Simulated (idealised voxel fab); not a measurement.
Documented hereafter: the process module known as voxel trench capacitor.
Square cell edge 5 nm, section width 190 nm, ID cut.
How to read a cross-section here: the picture is a grid of square cells, written as bands going from the top down, and any band can span one or more rows of cells.
This entry defines a band. It first specifies the height of the band's top and the height of its bottom in nm, and then specifies the band's materials from left to right, stating each material with its width in nm. The word "all across" identifies a single material that fills the band from edge to edge, while the word "air" identifies empty space.
Height datum 0, below which the as-received substrate wafer is one material. Lowest band open at the bottom, running downward: "0 and below".
When a width is written as two numbers, as in "30..40", the first number is the width in the top row of cells of the band and the second is the width in its bottom row, and the width changes by the same amount from each row to the next.
You'll sometimes find "remained the same" written for a step, and that's the way of saying that nowhere in the cross-section did a cell change during that step.
Enclosed voids (no open way to top), threshold 8 cells or more, entry "Sealed void inventory", notation width x height at distance, distance from left edge, nm.
after a step's settings: what the simulator itself notes on the step
The optional step-line setting "overlay nm" applies to steps with a mask and quantifies how far to the right of its planned location the mask lay, a negative value indicating leftward placement.

The process steps that were planned are listed below
1. RECEIVE (material Si)
2. CONFORMAL_DEP (material SiN; thk nm 10)
3. DIRECTIONAL_DEP (material aC; thk nm 10)
4. PATTERN (tone open; mask id TRENCH; material resist; width nm 30; pitch nm 45; thk nm 30; overlay nm 0)
5. DIRECTIONAL_ETCH (etch materials aC; depth nm 10)
6. STRIP (etch materials resist)
7. DIRECTIONAL_ETCH (etch materials SiN; depth nm 10)
8. DIRECTIONAL_ETCH (etch materials Si; depth nm 35)
9. STRIP (etch materials aC)
10. CONFORMAL_DEP (material Al2O3; thk nm 5)
11. CONFORMAL_DEP (material TiN; thk nm 5)
12. FILL_DEP (material W; thk nm 5)
13. CMP (height nm 10)

Concerning the first of two wafers, which was run in accordance with the plan

The cross-section here shows the wafer as received, i.e. in its state after step 1
- 0 and below | Si all across
- Sealed void inventory: none

The wafer in cross-section once step 2 is complete
- 10 down to 0 | SiN all across
- Below 0, no change.

The wafer in cross-section once step 3 is complete
- 20 down to 10 | aC all across
- Below 10, no change.

The wafer in cross-section once step 4 is complete
- 50 down to 20 | resist 55, then air 30, then resist 15, then air 30, then resist 60
- Below 20, no change.

The wafer in cross-section once step 5 is complete
- 40 down to 20 | resist 55, then air 30, then resist 15, then air 30, then resist 60
- 20 down to 10 | aC 55, then air 30, then aC 15, then air 30, then aC 60
- Below 10, no change.

The wafer in cross-section once step 6 is complete
- 20 down to 10 | aC 55, then air 30, then aC 15, then air 30, then aC 60
- Below 10, no change.

The wafer in cross-section once step 7 is complete
- 20 down to 10 | aC 55, then air 30, then aC 15, then air 30, then aC 60
- 10 down to 0 | SiN 55, then air 30, then SiN 15, then air 30, then SiN 60
- Below 0, no change.

The wafer in cross-section once step 8 is complete
- 20 down to 10 | aC 55, then air 30, then aC 15, then air 30, then aC 60
- 10 down to 0 | SiN 55, then air 30, then SiN 15, then air 30, then SiN 60
- 0 down to -35 | Si 55, then air 30, then Si 15, then air 30, then Si 60
- Below -35, no change.

The wafer in cross-section once step 9 is complete
- 10 down to 0 | SiN 55, then air 30, then SiN 15, then air 30, then SiN 60
- Below 0, no change.

The wafer in cross-section once step 10 is complete
- 15 down to 10 | Al2O3 60, then air 20, then Al2O3 25, then air 20, then Al2O3 65
- 10 down to 0 | SiN 55, then Al2O3 5, then air 20, then Al2O3 5, then SiN 15, then Al2O3 5, then air 20, then Al2O3 5, then SiN 60
- 0 down to -30 | Si 55, then Al2O3 5, then air 20, then Al2O3 5, then Si 15, then Al2O3 5, then air 20, then Al2O3 5, then Si 60
- -30 down to -35 | Si 55, then Al2O3 30, then Si 15, then Al2O3 30, then Si 60
- Below -35, no change.

The wafer in cross-section once step 11 is complete
- 20 down to 15 | TiN 65, then air 10, then TiN 35, then air 10, then TiN 70
- 15 down to 10 | Al2O3 60, then TiN 5, then air 10, then TiN 5, then Al2O3 25, then TiN 5, then air 10, then TiN 5, then Al2O3 65
- 10 down to 0 | SiN 55, then Al2O3 5, then TiN 5, then air 10, then TiN 5, then Al2O3 5, then SiN 15, then Al2O3 5, then TiN 5, then air 10, then TiN 5, then Al2O3 5, then SiN 60
- 0 down to -25 | Si 55, then Al2O3 5, then TiN 5, then air 10, then TiN 5, then Al2O3 5, then Si 15, then Al2O3 5, then TiN 5, then air 10, then TiN 5, then Al2O3 5, then Si 60
- -25 down to -30 | Si 55, then Al2O3 5, then TiN 20, then Al2O3 5, then Si 15, then Al2O3 5, then TiN 20, then Al2O3 5, then Si 60
- Below -30, no change.

The wafer in cross-section once step 12 is complete
- 25 down to 20 | W all across
- 20 down to 15 | TiN 65, then W 10, then TiN 35, then W 10, then TiN 70
- 15 down to 10 | Al2O3 60, then TiN 5, then W 10, then TiN 5, then Al2O3 25, then TiN 5, then W 10, then TiN 5, then Al2O3 65
- 10 down to 0 | SiN 55, then Al2O3 5, then TiN 5, then W 10, then TiN 5, then Al2O3 5, then SiN 15, then Al2O3 5, then TiN 5, then W 10, then TiN 5, then Al2O3 5, then SiN 60
- 0 down to -25 | Si 55, then Al2O3 5, then TiN 5, then W 10, then TiN 5, then Al2O3 5, then Si 15, then Al2O3 5, then TiN 5, then W 10, then TiN 5, then Al2O3 5, then Si 60
- Below -25, no change.

The wafer in cross-section once step 13 is complete
- 10 down to 0 | SiN 55, then Al2O3 5, then TiN 5, then W 10, then TiN 5, then Al2O3 5, then SiN 15, then Al2O3 5, then TiN 5, then W 10, then TiN 5, then Al2O3 5, then SiN 60
- Below 0, no change.

Second Wafer (Identical Start and Plan, One Processing Error; Matches First Wafer Through Step 11)

Second wafer: cross-section at the scheduled end of step 12
- 25 down to 20 | Al2O3 all across
- 20 down to 15 | TiN 65, then Al2O3 10, then TiN 35, then Al2O3 10, then TiN 70
- 15 down to 10 | Al2O3 60, then TiN 5, then Al2O3 10, then TiN 5, then Al2O3 25, then TiN 5, then Al2O3 10, then TiN 5, then Al2O3 65
- 10 down to 0 | SiN 55, then Al2O3 5, then TiN 5, then Al2O3 10, then TiN 5, then Al2O3 5, then SiN 15, then Al2O3 5, then TiN 5, then Al2O3 10, then TiN 5, then Al2O3 5, then SiN 60
- 0 down to -25 | Si 55, then Al2O3 5, then TiN 5, then Al2O3 10, then TiN 5, then Al2O3 5, then Si 15, then Al2O3 5, then TiN 5, then Al2O3 10, then TiN 5, then Al2O3 5, then Si 60
- Below -25, no change.

Second wafer: cross-section at the scheduled end of step 13
- 10 down to 0 | SiN 55, then Al2O3 5, then TiN 5, then Al2O3 10, then TiN 5, then Al2O3 5, then SiN 15, then Al2O3 5, then TiN 5, then Al2O3 10, then TiN 5, then Al2O3 5, then SiN 60
- Below 0, no change.
Deviation from plan: for step 12, the planned setting was not used; the step was instead run as FILL_DEP (material Al2O3; thk nm 5)
Heads up, by the end the second wafer has more or fewer cells of some materials compared to the first: Al2O3 +28, W -28
